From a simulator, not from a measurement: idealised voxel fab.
A process module follows: voxel quadruple lines.
For reference, the cross-section in this document is cut, with width 205 nm and square cells of 5 nm.
Bands, listed from the top down, are how a cross-section gets written in this document; the cross-section itself is a grid of square cells, and a band is one or more rows of them.
Top, bottom (nm), then materials left to right with widths (nm); lone material tagged "everywhere" fills the whole band edge to edge; "empty" = empty space.
Heights from 0 (as-received wafer is one material below). Bottom band endless downward, as "top 0, no bottom".
Per-row width for "30..40": begins at first number (top row of band), ends at second number (bottom row), increment between rows held constant.
Step marked "remains unaltered"? Then no cell in the cross-section changed in it.
"Sealed void inventory": sealed empty spaces, 8 cells or more, no open way to top, listed width x height at distance, with distance from the left edge and width, height and distance in nm.
Read whatever lies past the settings on a step's line as the simulator's own remark about the step.
If you see "overlay nm" on a step's line and that step has a mask, it's telling you how far right of where it was planned the mask ended up; a negative number means it went left instead.

# Process steps (planned)
1. RECEIVE [material Si]
2. CONFORMAL_DEP [material Al2O3] [thk nm 5]
3. DIRECTIONAL_DEP [material W] [thk nm 10]
4. DIRECTIONAL_DEP [material polySi] [thk nm 20]
5. DIRECTIONAL_DEP [material aC] [thk nm 20]
6. PATTERN [tone cover] [mask id MANDREL] [material resist] [width nm 25] [thk nm 30] [overlay nm 0]
7. DIRECTIONAL_ETCH [etch materials aC] [depth nm 20]
8. STRIP [etch materials resist]
9. CONFORMAL_DEP [material SiO2] [thk nm 15]
10. DIRECTIONAL_ETCH [etch materials SiO2] [depth nm 15]
11. STRIP [etch materials aC]
12. DIRECTIONAL_ETCH [etch materials polySi] [depth nm 20]
13. STRIP [etch materials SiO2]
14. CONFORMAL_DEP [material SiN] [thk nm 5]
15. DIRECTIONAL_ETCH [etch materials SiN] [depth nm 5]
16. STRIP [etch materials polySi]
17. DIRECTIONAL_ETCH [etch materials W] [depth nm 10]
18. STRIP [etch materials SiN]

# Incoming wafer, cross-sectional view, post step 1
	top 0, no bottom = Si everywhere
	Sealed void inventory: none

# As-planned run: cross-section of the first of two wafers at end of module
	top 15, bottom 5 = 70 of empty, 5 of W, 15 of empty, 5 of W, 15 of empty, 5 of W, 15 of empty, 5 of W, 70 of empty
	top 5, bottom 0 = Al2O3 everywhere
	top 0, no bottom = Si everywhere
	Sealed void inventory: none

# Here is the second of the two wafers cut open at the end of the module - same start, same plan as the first one, but we made one mistake running it
	top 15, bottom 5 = 65 of empty, 5 of W, 15 of empty, 5 of W, 25 of empty, 5 of W, 15 of empty, 5 of W, 65 of empty
	top 5, bottom 0 = Al2O3 everywhere
	top 0, no bottom = Si everywhere
	Sealed void inventory: none
Heads up, the wafer didn't run the way we planned it: so step 6 ended up running with a different setting than we planned, it ran as PATTERN [tone cover] [mask id MANDREL] [material resist] [width nm 35] [thk nm 30] [overlay nm 0]
At the end, the second wafer has the same number of cells of each material as the first, but those cells sit in other places.
